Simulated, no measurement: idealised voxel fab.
The following process module bears the name voxel ribs on slabs.
The cross-section on display is named cut; it measures 250 nm wide, and its cells are 5 nm squares.
How to read a cross-section here: the picture is a grid of square cells, written as bands going from the top down, and any band can span one or more rows of cells. A band entry consists of two parts. The first gives the height of the band's top and the height of its bottom, in nm. The rest lists the band's materials from left to right, each with its width in nm. A single material labelled with the word "all across" fills the band from edge to edge, and the word "air" marks empty space. Heights are reckoned from 0. Under this level, the received wafer is all of one material. The bottommost band is open-ended downward, for example "0..down". When a width is written as two numbers, as in "30..40", the first number is the width in the top row of cells of the band and the second is the width in its bottom row, and the width changes by the same amount from each row to the next. Any step labelled "no alteration" changed none of the cells in the cross-section. "Trapped voids": empty spaces of 8 cells or more with no open way to the top, each given as width x height at distance, distance from the left edge, all in nm. Anything after a step's settings on that line? It's the simulator's own note about the step. The optional step-line setting "overlay nm" applies to steps with a mask and quantifies how far to the right of its planned location the mask lay, a negative value indicating leftward placement.
**The planned process steps are enumerated hereunder**
1: RECEIVE (material Si)
2: DIRECTIONAL_DEP (material SiO2; thk nm 25)
3: DIRECTIONAL_DEP (material polySi; thk nm 15)
4: PATTERN (tone cover; mask id RIB; material resist; width nm 30; thk nm 20; overlay nm 0)
5: DIRECTIONAL_ETCH (etch materials polySi; depth nm 10)
6: STRIP (etch materials resist)
7: MASKED_ETCH (tone cover; mask id SLAB; width nm 90; etch materials polySi; depth nm 5; overlay nm 0)
8: FILL_DEP (material SiO2; thk nm 25)
9: CMP (height nm 60)
10: DIRECTIONAL_DEP (material TiN; thk nm 5)
11: MASKED_ETCH (tone cover; mask id HEATER; width nm 40; etch materials TiN; depth nm 5; overlay nm 0)
12: CONFORMAL_DEP (material SiO2; thk nm 10)
**Delivered wafer in cross-section: state after step 1**
  0..down | Si all across
  Trapped voids: none
**Cross-sectional result after module completion. Note: starting condition and plan are unchanged from above; one processing mistake was made**
  75..65 | SiO2 all across
  65..60 | polySi all across
  60..40 | SiO2 all across
  40..30 | SiO2=110; polySi=30; SiO2=110
  30..25 | SiO2=80; polySi=90; SiO2=80
  25..0 | SiO2 all across
  0..down | Si all across
  Trapped voids: none
Processing error: step 10 did not happen as planned, as run it was DIRECTIONAL_DEP (material polySi; thk nm 5)
